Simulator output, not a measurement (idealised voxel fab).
process module | voxel quadruple lines
cross-section cut | 220 nm wide | cells 5 nm
A cross-section is a grid of square cells, given in bands from the top down. A band is one or more rows of cells.
Each band's line starts with the height of the band's top and of its bottom, in nm. Then come its materials from left to right, each with its width in nm. One material with "throughout" fills the band from edge to edge. "air" is empty space.
Height 0 is the level under which the wafer as received is all one material. The lowest band goes on downwards, as in "0 down".
A width such as "30 to 40" changes by the same amount from each row of cells to the next, from the band's top row to its bottom row.
"no change" after a step means that no cell of the cross-section changed.
closed voids: empty space of 8 cells or more with no open way to the top, each as width x height at its distance from the left edge, in nm
after a step's settings: what the simulator itself notes on the step
overlay nm, on a step with a mask: how far to the right of its planned place the mask lay; to the left if negative
plan
1 op RECEIVE | material Si
2 op CONFORMAL_DEP | material SiO2 | thk nm 5
3 op DIRECTIONAL_DEP | material Ru | thk nm 10
4 op DIRECTIONAL_DEP | material polySi | thk nm 20
5 op DIRECTIONAL_DEP | material aC | thk nm 20
6 op PATTERN | tone cover | mask id MANDREL | material resist | width nm 20 | pitch nm 60 | thk nm 30 | overlay nm 0
7 op DIRECTIONAL_ETCH | etch materials aC | depth nm 20
8 op STRIP | etch materials resist
9 op CONFORMAL_DEP | material SiO2 | thk nm 10
10 op DIRECTIONAL_ETCH | etch materials SiO2 | depth nm 10
11 op STRIP | etch materials aC
12 op DIRECTIONAL_ETCH | etch materials polySi | depth nm 20
13 op STRIP | etch materials SiO2
14 op CONFORMAL_DEP | material SiCN | thk nm 5
15 op DIRECTIONAL_ETCH | etch materials SiCN | depth nm 5
16 op STRIP | etch materials polySi
17 op DIRECTIONAL_ETCH | etch materials Ru | depth nm 10
18 op STRIP | etch materials SiCN
19 op FILL_DEP | material lowk | thk nm 10
20 op CMP | height nm 15
as received, after step 1
  0 down: Si throughout
  closed voids: none
first wafer at the end, as planned
  15 to 5: lowk 55 | Ru 5 | lowk 10 | Ru 5 | lowk 10 | Ru 5 | lowk 10 | Ru 5 | lowk 10 | Ru 5 | lowk 10 | Ru 5 | lowk 10 | Ru 5 | lowk 10 | Ru 5 | lowk 55
  5 to 0: SiO2 throughout
  0 down: Si throughout
  closed voids: none
second wafer at the end: like start, like plan, one mistake
  15 to 5: polySi throughout
  5 to 0: SiO2 throughout
  0 down: Si throughout
  closed voids: none
what went wrong: steps 3 and 4 were swapped
at the end the second wafer has, in cells: 16 fewer of Ru | 72 fewer of lowk | 88 more of polySi
